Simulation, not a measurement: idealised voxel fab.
Process module in this document: voxel tone inversion
Cross-section cut: width 175 nm, square cells of 5 nm.
Cross-section spec: square-cell grid; bands listed top down; each band is one or more rows. Heads up on the band format: heights come first, top then bottom, in nm. After that it's the materials left to right, each with its width in nm. A single material flagged "edge to edge" fills the whole band edge to edge, and "empty" means there's empty space there. Measure heights from 0. That's the level where, below it, the as-received wafer is all one material. The lowest band is bottomless and extends downward; write it as in "0..down". Width: "30->40" (first number = top row, second number = bottom row, same change from row to row of cells). Step marked "no modification"? Then no cell in the cross-section changed in it. You'll see "Closed internal cavities" listing empty spaces that have no way open to the top, as long as they're 8 cells or more; the notation is width x height at distance, where the distance is from the left edge, and all of it is in nm. What comes after the settings on a step's line is commentary from the simulator itself on that step. Among the settings permitted on a step's line is "overlay nm"; applied to a step with a mask, it specifies the extent to which the mask lay to the right of its planned position, whereas a negative figure signifies a position to the left.

-- Set out below are the planned steps of the process
1. RECEIVE,material Si
2. CONFORMAL_DEP,material SiN,thk nm 5
3. DIRECTIONAL_DEP,material aC,thk nm 20
4. PATTERN,tone cover,mask id POSTS,material resist,width nm 25,pitch nm 40,thk nm 25,overlay nm 0
5. DIRECTIONAL_ETCH,etch materials aC,depth nm 20
6. STRIP,etch materials resist
7. FILL_DEP,material SiO2,thk nm 10
8. CMP,height nm 25
9. STRIP,etch materials aC
10. CONFORMAL_DEP,material TiN,thk nm 5
11. FILL_DEP,material Cu,thk nm 5
12. CMP,height nm 25
13. CONFORMAL_DEP,material SiN,thk nm 5

-- as received, after step 1
> 0..down | Si edge to edge
> Closed internal cavities: none

-- Cross-section taken at module completion on the first of two wafers; processed per the plan
> 30..25 | SiN edge to edge
> 25..10 | 15 nm SiO2  5 nm TiN  15 nm Cu  5 nm TiN  15 nm SiO2  5 nm TiN  15 nm Cu  5 nm TiN  15 nm SiO2  5 nm TiN  15 nm Cu  5 nm TiN  15 nm SiO2  5 nm TiN  15 nm Cu  5 nm TiN  15 nm SiO2
> 10..5 | 15 nm SiO2  25 nm TiN  15 nm SiO2  25 nm TiN  15 nm SiO2  25 nm TiN  15 nm SiO2  25 nm TiN  15 nm SiO2
> 5..0 | SiN edge to edge
> 0..down | Si edge to edge
> Closed internal cavities: none

-- Cross-sectional view of the second of two wafers upon completion of the module. This wafer shared its starting condition and process plan with the first; one error was made during its execution
> 30..25 | SiN edge to edge
> 25..5 | SiO2 edge to edge
> 5..0 | SiN edge to edge
> 0..down | Si edge to edge
> Closed internal cavities: none
It is concluded that the wafer was processed incorrectly with respect to the plan, in that step 3 ran differently from the plan; actual operation with settings: DIRECTIONAL_DEP,material SiO2,thk nm 20
Once processing is complete, comparing cell counts shows that the second wafer has more or fewer of certain materials than the first: -36 Cu; +80 SiO2; -44 TiN
